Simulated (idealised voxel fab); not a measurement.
This is a process module. Its name is voxel capacitor over wiring.
It is cross-section cut that appears here, measuring 240 nm in width, its square cells being 5 nm in size.
When this document writes out a cross-section, it uses a grid of square cells and lists it as bands, beginning at the top and moving down, with a band standing for one or more rows of cells. Within each band entry, the heights of the top and of the bottom of the band appear first, in that order and in nm; the materials of the band then follow from left to right, each with its corresponding width in nm. The designation "throughout" on a single material indicates that it fills the band from edge to edge; the designation "air" indicates empty space. Heights are measured from 0, the level below which the as-received wafer is all one material; the lowest band has no bottom and continues downward, written as in "0..down". Width "30 to 40": first value at the band's top row of cells, second value at its bottom row, equal change from row to row. Where a step carries "same as before", the cross-section came out of it unchanged, cell for cell. Entry "Sealed void inventory". Content: empty spaces with no open connection to the top, size 8 cells or greater. Each: width x height at distance. Distance: from left edge. Unit: nm. It should be noted that, on the line of a given step, the content following the step's settings is a remark produced by the simulator itself with respect to that step. overlay nm: right-of-plan distance of the mask on a masked step; negative values mean left-of-plan. What follows is a series of pairs. Each pair shows a cross-section before one process step and the cross-section after it, and the after view is drawn only down to the lowest band that changed. Beneath each pair is the step that lies between the two, with its settings. Pairs may come from different runs of this module on the same starting wafer, so a pair continues from the one above it only where its entry headed "Pre-step view" says so.
Pre-step view:
- 35..30 = 75 TiN | 10 air | 70 TiN | 10 air | 75 TiN
- 30..15 = 70 SiO2 | 5 TiN | 10 air | 5 TiN | 60 SiO2 | 5 TiN | 10 air | 5 TiN | 70 SiO2
- 15..10 = 70 SiCN | 20 TiN | 60 SiCN | 20 TiN | 70 SiCN
- 10..0 = lowk throughout
- 0..down = Si throughout
- Sealed void inventory: none
Sectional Result:
- 45..35 = W throughout
- 35..30 = 75 TiN | 10 W | 70 TiN | 10 W | 75 TiN
- 30..15 = 70 SiO2 | 5 TiN | 10 W | 5 TiN | 60 SiO2 | 5 TiN | 10 W | 5 TiN | 70 SiO2
- Below 15, the layers are the same as they were.
- Sealed void inventory: none
Between the two cross-sections shown above, the process step is FILL_DEP [material W] [thk nm 10]
Pre-step view: The initial state for this step is given by the after cross-section of the immediately preceding pair.
Sectional Result:
- 30..15 = 70 SiO2 | 5 TiN | 10 W | 5 TiN | 60 SiO2 | 5 TiN | 10 W | 5 TiN | 70 SiO2
- Below 15, the layers are the same as they were.
- Sealed void inventory: none
Between the two cross-sections shown above, the process step is CMP [height nm 30]
Pre-step view: The initial state for this step is given by the after cross-section of the immediately preceding pair.
Sectional Result:
- 35..30 = 65 air | 30 Ru | 50 air | 30 Ru | 65 air
- Below 30, the layers are the same as they were.
- Sealed void inventory: none
Between the two cross-sections shown above, the process step is EPI [material Ru] [thk nm 5]
Pre-step view: The initial state for this step is given by the after cross-section of the immediately preceding pair.
Sectional Result:
- 40..35 = SiCN throughout
- 35..30 = 65 SiCN | 30 Ru | 50 SiCN | 30 Ru | 65 SiCN
- Below 30, the layers are the same as they were.
- Sealed void inventory: none
Between the two cross-sections shown above, the process step is FILL_DEP [material SiCN] [thk nm 5]
Pre-step view: The initial state for this step is given by the after cross-section of the immediately preceding pair.
Sectional Result:
- 55..40 = lowk throughout
- Below 40, the layers are the same as they were.
- Sealed void inventory: none
Between the two cross-sections shown above, the process step is DIRECTIONAL_DEP [material lowk] [thk nm 15]
Pre-step view: The initial state for this step is given by the after cross-section of the immediately preceding pair.
Sectional Result:
- 55..40 = 75 lowk | 15 air | 150 lowk
- Below 40, the layers are the same as they were.
- Sealed void inventory: none
Between the two cross-sections shown above, the process step is MASKED_ETCH [tone open] [mask id PLUG_1] [width nm 15] [etch materials lowk] [depth nm 15] [overlay nm 0]
Pre-step view: The initial state for this step is given by the after cross-section of the immediately preceding pair.
Sectional Result:
- 55..40 = 75 lowk | 15 air | 150 lowk
- 40..35 = 75 SiCN | 15 air | 150 SiCN
- Below 35, the layers are the same as they were.
- Sealed void inventory: none
Between the two cross-sections shown above, the process step is MASKED_ETCH [tone open] [mask id PLUG_1] [width nm 15] [etch materials SiCN] [depth nm 5] [overlay nm 0]
Pre-step view: The initial state for this step is given by the after cross-section of the immediately preceding pair.
Sectional Result:
- 60..55 = 80 TiN | 5 air | 155 TiN
- 55..40 = 75 lowk | 5 TiN | 5 air | 5 TiN | 150 lowk
- 40..35 = 75 SiCN | 15 TiN | 150 SiCN
- Below 35, the layers are the same as they were.
- Sealed void inventory: none
Between the two cross-sections shown above, the process step is CONFORMAL_DEP [material TiN] [thk nm 5]
Pre-step view: The initial state for this step is given by the after cross-section of the immediately preceding pair.
Sectional Result:
- 65..60 = Ru throughout
- 60..55 = 80 TiN | 5 Ru | 155 TiN
- 55..40 = 75 lowk | 5 TiN | 5 Ru | 5 TiN | 150 lowk
- Below 40, the layers are the same as they were.
- Sealed void inventory: none
Between the two cross-sections shown above, the process step is FILL_DEP [material Ru] [thk nm 5]
Pre-step view: The initial state for this step is given by the after cross-section of the immediately preceding pair.
Sectional Result:
- 55..40 = 75 lowk | 5 TiN | 5 Ru | 5 TiN | 150 lowk
- Below 40, the layers are the same as they were.
- Sealed void inventory: none
Between the two cross-sections shown above, the process step is CMP [height nm 55]
Pre-step view: The initial state for this step is given by the after cross-section of the immediately preceding pair.
Sectional Result:
- 60..55 = TiN throughout
- Below 55, the layers are the same as they were.
- Sealed void inventory: none
Between the two cross-sections shown above, the process step is DIRECTIONAL_DEP [material TiN] [thk nm 5]
Pre-step view: The initial state for this step is given by the after cross-section of the immediately preceding pair.
Sectional Result:
- 65..60 = SiN throughout
- Below 60, the layers are the same as they were.
- Sealed void inventory: none
Between the two cross-sections shown above, the process step is DIRECTIONAL_DEP [material SiN] [thk nm 5]
Pre-step view: The initial state for this step is given by the after cross-section of the immediately preceding pair.
Sectional Result:
- 70..65 = TiN throughout
- Below 65, the layers are the same as they were.
- Sealed void inventory: none
Between the two cross-sections shown above, the process step is DIRECTIONAL_DEP [material TiN] [thk nm 5]
Pre-step view: The initial state for this step is given by the after cross-section of the immediately preceding pair.
Sectional Result:
- 70..65 = 75 air | 65 TiN | 100 air
- Below 65, the layers are the same as they were.
- Sealed void inventory: none
Between the two cross-sections shown above, the process step is MASKED_ETCH [tone cover] [mask id UPPER_PLATE] [width nm 65] [etch materials TiN] [depth nm 5] [overlay nm 0]
Pre-step view: The initial state for this step is given by the after cross-section of the immediately preceding pair.
Sectional Result:
- 70..65 = 75 air | 65 TiN | 100 air
- 65..60 = 75 air | 65 SiN | 100 air
- Below 60, the layers are the same as they were.
- Sealed void inventory: none
Between the two cross-sections shown above, the process step is MASKED_ETCH [tone cover] [mask id UPPER_PLATE] [width nm 65] [etch materials SiN] [depth nm 5] [overlay nm 0]
Pre-step view: The initial state for this step is given by the after cross-section of the immediately preceding pair.
Sectional Result:
- 85..75 = 75 air | 65 aC | 100 air
- 75..70 = aC throughout
- 70..65 = 75 aC | 65 TiN | 100 aC
- 65..60 = 75 aC | 65 SiN | 100 aC
- Below 60, the layers are the same as they were.
- Sealed void inventory: none
Between the two cross-sections shown above, the process step is DIRECTIONAL_DEP [material aC] [thk nm 15]
Pre-step view: The initial state for this step is given by the after cross-section of the immediately preceding pair.
Sectional Result:
- 115..85 = 70 air | 75 resist | 95 air
- 85..75 = 70 air | 5 resist | 65 aC | 5 resist | 95 air
- Below 75, the layers are the same as they were.
- Sealed void inventory: none
Between the two cross-sections shown above, the process step is PATTERN [tone cover] [mask id LOWER_PLATE] [material resist] [width nm 75] [thk nm 30] [overlay nm 0]
Pre-step view: The initial state for this step is given by the after cross-section of the immediately preceding pair.
Sectional Result:
- 100..85 = 70 air | 75 resist | 95 air
- 85..75 = 70 air | 5 resist | 65 aC | 5 resist | 95 air
- 75..70 = 70 air | 75 aC | 95 air
- 70..65 = 70 air | 5 aC | 65 TiN | 5 aC | 95 air
- 65..60 = 70 air | 5 aC | 65 SiN | 5 aC | 95 air
- Below 60, the layers are the same as they were.
- Sealed void inventory: none
Between the two cross-sections shown above, the process step is DIRECTIONAL_ETCH [etch materials aC] [depth nm 15]
Pre-step view: The initial state for this step is given by the after cross-section of the immediately preceding pair.
Sectional Result:
- 85..75 = 75 air | 65 aC | 100 air
- Below 75, the layers are the same as they were.
- Sealed void inventory: none
Between the two cross-sections shown above, the process step is STRIP [etch materials resist]
Pre-step view: The initial state for this step is given by the after cross-section of the immediately preceding pair.
Sectional Result:
- 85..75 = 75 air | 65 aC | 100 air
- 75..70 = 70 air | 75 aC | 95 air
- 70..65 = 70 air | 5 aC | 65 TiN | 5 aC | 95 air
- 65..60 = 70 air | 5 aC | 65 SiN | 5 aC | 95 air
- 60..55 = 70 air | 75 TiN | 95 air
- Below 55, the layers are the same as they were.
- Sealed void inventory: none
Between the two cross-sections shown above, the process step is DIRECTIONAL_ETCH [etch materials TiN] [depth nm 5]
Pre-step view: The initial state for this step is given by the after cross-section of the immediately preceding pair.
Sectional Result:
- 70..65 = 75 air | 65 TiN | 100 air
- 65..60 = 75 air | 65 SiN | 100 air
- Below 60, the layers are the same as they were.
- Sealed void inventory: none
Between the two cross-sections shown above, the process step is STRIP [etch materials aC]
Pre-step view: The initial state for this step is given by the after cross-section of the immediately preceding pair.
Sectional Result:
- 90..70 = SiO2 throughout
- 70..65 = 75 SiO2 | 65 TiN | 100 SiO2
- 65..60 = 75 SiO2 | 65 SiN | 100 SiO2
- 60..55 = 70 SiO2 | 75 TiN | 95 SiO2
- Below 55, the layers are the same as they were.
- Sealed void inventory: none
Between the two cross-sections shown above, the process step is FILL_DEP [material SiO2] [thk nm 20]
Pre-step view: The initial state for this step is given by the after cross-section of the immediately preceding pair.
Sectional Result:
- 85..70 = SiO2 throughout
- Below 70, the layers are the same as they were.
- Sealed void inventory: none
Between the two cross-sections shown above, the process step is CMP [height nm 85]
Pre-step view: The initial state for this step is given by the after cross-section of the immediately preceding pair.
Sectional Result:
- 100..85 = 85 resist | 15 air | 140 resist
- Below 85, the layers are the same as they were.
- Sealed void inventory: none
Between the two cross-sections shown above, the process step is PATTERN [tone open] [mask id PLUG_2] [material resist] [width nm 15] [thk nm 15] [overlay nm 0]
Pre-step view: The initial state for this step is given by the after cross-section of the immediately preceding pair.
Sectional Result:
- 100..85 = 85 resist | 15 air | 140 resist
- 85..70 = 85 SiO2 | 15 air | 140 SiO2
- Below 70, the layers are the same as they were.
- Sealed void inventory: none
Between the two cross-sections shown above, the process step is DIRECTIONAL_ETCH [etch materials SiO2] [depth nm 15]
Pre-step view: The initial state for this step is given by the after cross-section of the immediately preceding pair.
Sectional Result:
- 85..70 = 85 SiO2 | 15 air | 140 SiO2
- Below 70, the layers are the same as they were.
- Sealed void inventory: none
Between the two cross-sections shown above, the process step is STRIP [etch materials resist]
Pre-step view: The initial state for this step is given by the after cross-section of the immediately preceding pair.
Sectional Result:
- 90..85 = 90 TiN | 5 air | 145 TiN
- 85..75 = 85 SiO2 | 5 TiN | 5 air | 5 TiN | 140 SiO2
- 75..65 = 85 to 75 SiO2 | 15 to 65 TiN | 140 to 100 SiO2
- Below 65, the layers are the same as they were.
- Sealed void inventory: none
Between the two cross-sections shown above, the process step is CONFORMAL_DEP [material TiN] [thk nm 5]
Pre-step view: The initial state for this step is given by the after cross-section of the immediately preceding pair.
Sectional Result:
- 100..90 = Cu throughout
- 90..85 = 90 TiN | 5 Cu | 145 TiN
- 85..75 = 85 SiO2 | 5 TiN | 5 Cu | 5 TiN | 140 SiO2
- Below 75, the layers are the same as they were.
- Sealed void inventory: none
Between the two cross-sections shown above, the process step is FILL_DEP [material Cu] [thk nm 10]
Pre-step view: The initial state for this step is given by the after cross-section of the immediately preceding pair.
Sectional Result:
- 85..75 = 85 SiO2 | 5 TiN | 5 Cu | 5 TiN | 140 SiO2
- Below 75, the layers are the same as they were.
- Sealed void inventory: none
Between the two cross-sections shown above, the process step is CMP [height nm 85]
Pre-step view: The initial state for this step is given by the after cross-section of the immediately preceding pair.
Sectional Result:
- 90..85 = SiCN throughout
- Below 85, the layers are the same as they were.
- Sealed void inventory: none
Between the two cross-sections shown above, the process step is CONFORMAL_DEP [material SiCN] [thk nm 5]
Pre-step view:
- 85..70 = SiO2 throughout
- 70..65 = 75 SiO2 | 65 TiN | 100 SiO2
- 65..60 = 75 SiO2 | 65 SiN | 100 SiO2
- 60..55 = 70 SiO2 | 75 TiN | 95 SiO2
- 55..40 = 75 lowk | 5 TiN | 5 Ru | 5 TiN | 150 lowk
- 40..35 = 75 SiCN | 15 TiN | 150 SiCN
- 35..30 = 65 SiCN | 30 Ru | 50 SiCN | 30 Ru | 65 SiCN
- 30..15 = 70 SiO2 | 5 TiN | 10 W | 5 TiN | 60 SiO2 | 5 TiN | 10 W | 5 TiN | 70 SiO2
- 15..10 = 70 SiCN | 20 TiN | 60 SiCN | 20 TiN | 70 SiCN
- 10..0 = SiO2 throughout
- 0..down = Si throughout
- Sealed void inventory: none
Sectional Result:
- 100..85 = 85 air | 15 resist | 140 air
- Below 85, the layers are the same as they were.
- Sealed void inventory: none
Between the two cross-sections shown above, the process step is PATTERN [tone cover] [mask id PLUG_2] [material resist] [width nm 15] [thk nm 15] [overlay nm 0]
Pre-step view: The initial state for this step is given by the after cross-section of the immediately preceding pair.
Sectional Result:
- 100..85 = 85 air | 15 resist | 140 air
- 85..70 = 85 air | 15 SiO2 | 140 air
- Below 70, the layers are the same as they were.
- Sealed void inventory: none
Between the two cross-sections shown above, the process step is DIRECTIONAL_ETCH [etch materials SiO2] [depth nm 15]
Pre-step view: The initial state for this step is given by the after cross-section of the immediately preceding pair.
Sectional Result:
- 85..70 = 85 air | 15 SiO2 | 140 air
- Below 70, the layers are the same as they were.
- Sealed void inventory: none
Between the two cross-sections shown above, the process step is STRIP [etch materials resist]
Pre-step view: The initial state for this step is given by the after cross-section of the immediately preceding pair.
Sectional Result:
- 90..85 = 80 air | 25 TiN | 135 air
- 85..75 = 80 air | 5 TiN | 15 SiO2 | 5 TiN | 135 air
- 75..70 = 85 TiN | 15 SiO2 | 140 TiN
- Below 70, the layers are the same as they were.
- Sealed void inventory: none
Between the two cross-sections shown above, the process step is CONFORMAL_DEP [material TiN] [thk nm 5]
Pre-step view: The initial state for this step is given by the after cross-section of the immediately preceding pair.
Sectional Result:
- 100..90 = Cu throughout
- 90..85 = 80 Cu | 25 TiN | 135 Cu
- 85..75 = 80 Cu | 5 TiN | 15 SiO2 | 5 TiN | 135 Cu
- Below 75, the layers are the same as they were.
- Sealed void inventory: none
Between the two cross-sections shown above, the process step is FILL_DEP [material Cu] [thk nm 10]
Pre-step view: The initial state for this step is given by the after cross-section of the immediately preceding pair.
Sectional Result:
- 85..75 = 80 Cu | 5 TiN | 15 SiO2 | 5 TiN | 135 Cu
- Below 75, the layers are the same as they were.
- Sealed void inventory: none
Between the two cross-sections shown above, the process step is CMP [height nm 85]
Pre-step view: The initial state for this step is given by the after cross-section of the immediately preceding pair.
Sectional Result:
- 90..85 = SiCN throughout
- Below 85, the layers are the same as they were.
- Sealed void inventory: none
Between the two cross-sections shown above, the process step is CONFORMAL_DEP [material SiCN] [thk nm 5]
